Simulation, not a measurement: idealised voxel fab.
This is a process module. Its name is voxel tone inversion.
Xsec cut, 210 nm wide, square cell size 5 nm.
This document writes a cross-section as a grid whose cells are square, and gives it as bands, listed from the top down; one or more rows of cells form a band.
For a band, the entry starts with two heights in nm, that of the top and then that of the bottom, and carries on with the band's materials in order from left to right, each alongside its width in nm; the word "throughout" beside a single material means it fills the band edge to edge, and "blank" means empty space.
Heights from 0 (as-received wafer is one material below). Bottom band endless downward, as "z 0 and below".
Read "30..40" as a graded width: first number on top, second number at the bottom, same change between each pair of neighbouring rows.
Any step labelled "no alteration" changed none of the cells in the cross-section.
In "Sealed voids" the enclosed voids are listed, meaning empty spaces of 8 cells or larger without any opening to the top. The form is width x height at distance, distance from the left edge, units nm.
Step line, after settings: the simulator's comment on this step.
"overlay nm", when on a step's line for a step with a mask, measures how far to the right of its planned place the mask lay; a negative measure means to the left.

THE PLANNED PROCESS STEPS ARE ENUMERATED HEREUNDER
1 RECEIVE: material Si
2 CONFORMAL_DEP: material SiCN, thk nm 5
3 DIRECTIONAL_DEP: material aC, thk nm 20
4 PATTERN: tone cover, mask id POSTS, material resist, width nm 15, pitch nm 45, thk nm 30, overlay nm 0
5 DIRECTIONAL_ETCH: etch materials aC, depth nm 20
6 STRIP: etch materials resist
7 FILL_DEP: material SiO2, thk nm 5
8 CMP: height nm 25
9 STRIP: etch materials aC

BELOW: THE FIRST OF TWO WAFERS, RUN AS PLANNED

INCOMING WAFER, CROSS-SECTIONAL VIEW, POST STEP 1
* z 0 and below = Si throughout
* Sealed voids: none

SECTIONAL VIEW: WAFER, AFTER STEP 2
* z 5 to 0 = SiCN throughout
* Below 0 it's all the same as before, nothing changed down there.

SECTIONAL VIEW: WAFER, AFTER STEP 3
* z 25 to 5 = aC throughout
* Below 5 it's all the same as before, nothing changed down there.

SECTIONAL VIEW: WAFER, AFTER STEP 4
* z 55 to 25 = blank (75)  resist (15)  blank (30)  resist (15)  blank (75)
* Below 25 it's all the same as before, nothing changed down there.

SECTIONAL VIEW: WAFER, AFTER STEP 5
* z 35 to 25 = blank (75)  resist (15)  blank (30)  resist (15)  blank (75)
* z 25 to 5 = blank (75)  aC (15)  blank (30)  aC (15)  blank (75)
* Below 5 it's all the same as before, nothing changed down there.

SECTIONAL VIEW: WAFER, AFTER STEP 6
* z 25 to 5 = blank (75)  aC (15)  blank (30)  aC (15)  blank (75)
* Below 5 it's all the same as before, nothing changed down there.

SECTIONAL VIEW: WAFER, AFTER STEP 7
* z 30 to 25 = SiO2 throughout
* z 25 to 5 = SiO2 (75)  aC (15)  SiO2 (30)  aC (15)  SiO2 (75)
* Below 5 it's all the same as before, nothing changed down there.

SECTIONAL VIEW: WAFER, AFTER STEP 8
* z 25 to 5 = SiO2 (75)  aC (15)  SiO2 (30)  aC (15)  SiO2 (75)
* Below 5 it's all the same as before, nothing changed down there.

SECTIONAL VIEW: WAFER, AFTER STEP 9
* z 25 to 5 = SiO2 (75)  blank (15)  SiO2 (30)  blank (15)  SiO2 (75)
* Below 5 it's all the same as before, nothing changed down there.

WAFER TWO. SAME START, SAME PLAN, ONE SLIP IN EXECUTION. SAME AS WAFER ONE THROUGH STEP 2, INCLUSIVE

SECOND WAFER, SECTION VIEW, TIME POINT: SCHEDULED END OF STEP 3
* z 20 to 5 = aC throughout
* Below 5 it's all the same as before, nothing changed down there.

SECOND WAFER, SECTION VIEW, TIME POINT: SCHEDULED END OF STEP 4
* z 50 to 20 = blank (75)  resist (15)  blank (30)  resist (15)  blank (75)
* Below 20 it's all the same as before, nothing changed down there.

SECOND WAFER, SECTION VIEW, TIME POINT: SCHEDULED END OF STEP 5
* z 30 to 20 = blank (75)  resist (15)  blank (30)  resist (15)  blank (75)
* z 20 to 5 = blank (75)  aC (15)  blank (30)  aC (15)  blank (75)
* Below 5 it's all the same as before, nothing changed down there.

SECOND WAFER, SECTION VIEW, TIME POINT: SCHEDULED END OF STEP 6
* z 20 to 5 = blank (75)  aC (15)  blank (30)  aC (15)  blank (75)
* Below 5 it's all the same as before, nothing changed down there.

SECOND WAFER, SECTION VIEW, TIME POINT: SCHEDULED END OF STEP 7
* z 25 to 20 = SiO2 throughout
* z 20 to 5 = SiO2 (75)  aC (15)  SiO2 (30)  aC (15)  SiO2 (75)
* Below 5 it's all the same as before, nothing changed down there.

Second wafer, section view, time point: scheduled end of step 8: no alteration

Second wafer, section view, time point: scheduled end of step 9: no alteration
Short version of what went wrong: rather than as planned, step 3 actually ran as DIRECTIONAL_DEP: material aC, thk nm 15
Counted in cells at the end, the second wafer holds more or fewer of these materials than the first: +6 SiO2; +18 aC
